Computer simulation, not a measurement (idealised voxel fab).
The process module that follows is named voxel self aligned contacts.
The cross-section shown here is cut; it is 200 nm wide and divided into square cells measuring 5 nm on a side.
The cross-sections in this document take the form of a grid made of square cells. They are written out as bands, in order from top to bottom. Each band consists of one or more rows of cells.
A band entry consists of two parts. The first gives the height of the band's top and the height of its bottom, in nm. The rest lists the band's materials from left to right, each with its width in nm. A single material labelled with the word "all across" fills the band from edge to edge, and the word "air" marks empty space.
Basically, 0 is our baseline, since under it the wafer straight out of the box is all one material. The bottom band has no lower end and keeps on going down, so it looks like "0 -> down".
Width: "30 to 40" (first number = top row, second number = bottom row, same change from row to row of cells).
When a step is marked "no change", none of the cells in the cross-section changed during that step.
So "Closed void register" is basically the list of trapped voids: any empty space of 8 cells or more that can't reach the top through an opening. They're written width x height at distance, the distance being from the left edge, and it's all nm.
Past the settings on a step's line: simulator remark, on that step.
"overlay nm" on a masked step: distance the mask lay right of its planned place, negative for left.
Process steps foreseen in the plan
1. RECEIVE with material Si
2. OXIDIZE with depth nm 5
3. DIRECTIONAL_DEP with material polySi, thk nm 25
4. DIRECTIONAL_DEP with material SiN, thk nm 20
5. MASKED_ETCH with tone cover, mask id GATE, width nm 25, pitch nm 70, etch materials SiN, depth nm 20, overlay nm 0
6. MASKED_ETCH with tone cover, mask id GATE, width nm 25, pitch nm 70, etch materials polySi, depth nm 25, overlay nm 0
7. CONFORMAL_DEP with material SiN, thk nm 10
8. DIRECTIONAL_ETCH with etch materials SiN, depth nm 10
9. FILL_DEP with material SiO2, thk nm 15
10. CMP with height nm 55
11. DIRECTIONAL_DEP with material aC, thk nm 10
12. PATTERN with tone open, mask id CONTACT, material resist, width nm 55, pitch nm 70, thk nm 25, overlay nm 0
13. DIRECTIONAL_ETCH with etch materials aC, depth nm 10
14. STRIP with etch materials resist
15. DIRECTIONAL_ETCH with etch materials SiO2, depth nm 60
16. STRIP with etch materials aC
17. CONFORMAL_DEP with material TiN, thk nm 5
18. FILL_DEP with material W, thk nm 5
19. CMP with height nm 55
20. CONFORMAL_DEP with material SiCN, thk nm 5
Cross-section of the wafer at receipt, which is the condition after step 1
> 0 -> down | Si all across
> Closed void register: none
Cross-sectional view of the first of the two wafers upon completion of the module, processed in accordance with the plan
> 60 -> 55 | SiCN all across
> 55 -> 45 | 35 nm SiO2, 5 to 20 nm TiN, 45 to 15 nm W, 5 to 20 nm TiN, 15 nm SiO2, 5 to 20 nm TiN, 45 to 15 nm W, 5 to 20 nm TiN, 40 nm SiO2
> 45 -> 25 | 5 nm SiO2, 45 nm SiN, 5 nm TiN, 15 nm W, 5 nm TiN, 45 nm SiN, 5 nm TiN, 15 nm W, 5 nm TiN, 45 nm SiN, 10 nm SiO2
> 25 -> 0 | 5 nm SiO2, 10 nm SiN, 25 nm polySi, 10 nm SiN, 5 nm TiN, 15 nm W, 5 nm TiN, 10 nm SiN, 25 nm polySi, 10 nm SiN, 5 nm TiN, 15 nm W, 5 nm TiN, 10 nm SiN, 25 nm polySi, 10 nm SiN, 10 nm SiO2
> 0 -> -5 | 50 nm SiO2, 25 nm TiN, 45 nm SiO2, 25 nm TiN, 55 nm SiO2
> -5 -> down | Si all across
> Closed void register: none
Second of two wafers, module complete, sectioned: it shares the first wafer's start and plan but was run with one mistake
> 60 -> 55 | SiCN all across
> 55 -> 50 | 5 nm SiO2, 45 nm SiN, 5 nm TiN, 15 nm W, 5 nm TiN, 45 nm SiN, 5 nm TiN, 15 nm W, 5 nm TiN, 45 nm SiN, 10 nm SiO2
> 50 -> 45 | 5 nm SiO2, 45 nm SiN, 25 nm TiN, 45 nm SiN, 25 nm TiN, 45 nm SiN, 10 nm SiO2
> 45 -> 25 | SiN all across
> 25 -> 0 | polySi all across
> 0 -> -5 | SiO2 all across
> -5 -> down | Si all across
> Closed void register: none
So what did we get wrong on this run? step 4 in the plan was executed twice
At the finish, the second wafer shows more or fewer cells for some materials than the first does: SiN +46 | SiO2 -47 | TiN -52 | W -72 | polySi +125
